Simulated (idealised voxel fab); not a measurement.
Process module, titled voxel self aligned vias
Cross-section cut: width 280 nm, square cells of 5 nm.
Each cross-section below is a grid of square cells, stated as bands in top-down order, with one or more rows of cells making up each band.
Band: top and bottom heights (nm) first, top before bottom; then materials from left to right, widths in nm. "edge to edge" marks a sole material filling the band edge to edge. "blank" denotes empty space.
Heights are reckoned from 0. Under this level, the received wafer is all of one material. The bottommost band is open-ended downward, for example "z 0 and below".
Width "30->40": first value at the band's top row of cells, second value at its bottom row, equal change from row to row.
What does "left unchanged" mean for a step? It means no cell of the cross-section changed in that step.
"Closed-off voids" specifies each empty space that is not open to the top and that occupies no fewer than 8 cells, using the form width x height at distance, the distance measured from the left edge and all three quantities in nm.
after a step's settings: what the simulator itself notes on the step
overlay nm: how far to the right of its planned place the mask lay on this masked step (negative: to the left).
[Planned process steps]
1: RECEIVE: material Si
2: CONFORMAL_DEP: material SiO2, thk nm 10
3: CONFORMAL_DEP: material SiCN, thk nm 5
4: DIRECTIONAL_DEP: material SiO2, thk nm 25
5: PATTERN: tone open, mask id LINES, material resist, width nm 20, pitch nm 50, thk nm 15, overlay nm 0
6: DIRECTIONAL_ETCH: etch materials SiO2, depth nm 25
7: STRIP: etch materials resist
8: CONFORMAL_DEP: material TiN, thk nm 5
9: FILL_DEP: material Ru, thk nm 10
10: CMP: height nm 40
11: SELECTIVE_ETCH: etch materials W Ru TiN, depth nm 5
12: FILL_DEP: material SiN, thk nm 10
13: CMP: height nm 40
14: DIRECTIONAL_DEP: material SiO2, thk nm 20
15: MASKED_ETCH: tone open, mask id VIAS, width nm 30, pitch nm 50, etch materials SiO2, depth nm 20, overlay nm 0
16: MASKED_ETCH: tone open, mask id VIAS, width nm 30, pitch nm 50, etch materials SiN, depth nm 5, overlay nm 0
17: CONFORMAL_DEP: material TiN, thk nm 5
18: FILL_DEP: material W, thk nm 10
19: CMP: height nm 60
20: CONFORMAL_DEP: material SiCN, thk nm 5
[The cross-section here shows the wafer as received, i.e. in its state after step 1]
* z 0 and below | Si edge to edge
* Closed-off voids: none
[Look at the cross-section after the module: the wafer started out the way shown above and the plan was the one shown above, yet one mistake was made along the way]
* z 65 to 60 | SiCN edge to edge
* z 60 to 45 | SiO2 75 | TiN 5 | W 20 | TiN 5 | SiO2 20 | TiN 5 | W 20 | TiN 5 | SiO2 20 | TiN 5 | W 20 | TiN 5 | SiO2 75
* z 45 to 40 | SiO2 75 | TiN 10 | W 5 | TiN 15 | SiO2 20 | TiN 10 | W 5 | TiN 15 | SiO2 20 | TiN 10 | W 5 | TiN 15 | SiO2 75
* z 40 to 35 | SiO2 80 | TiN 15 | SiN 5 | SiO2 30 | TiN 15 | SiN 5 | SiO2 30 | TiN 15 | SiN 5 | SiO2 80
* z 35 to 20 | SiO2 80 | TiN 5 | Ru 10 | TiN 5 | SiO2 30 | TiN 5 | Ru 10 | TiN 5 | SiO2 30 | TiN 5 | Ru 10 | TiN 5 | SiO2 80
* z 20 to 15 | SiO2 80 | TiN 20 | SiO2 30 | TiN 20 | SiO2 30 | TiN 20 | SiO2 80
* z 15 to 10 | SiCN edge to edge
* z 10 to 0 | SiO2 edge to edge
* z 0 and below | Si edge to edge
* Closed-off voids: none
Where did the run depart from the plan? rather than as planned, step 16 actually ran as MASKED_ETCH: tone open, mask id VIAS, width nm 30, pitch nm 50, etch materials SiN, depth nm 5, overlay nm -10
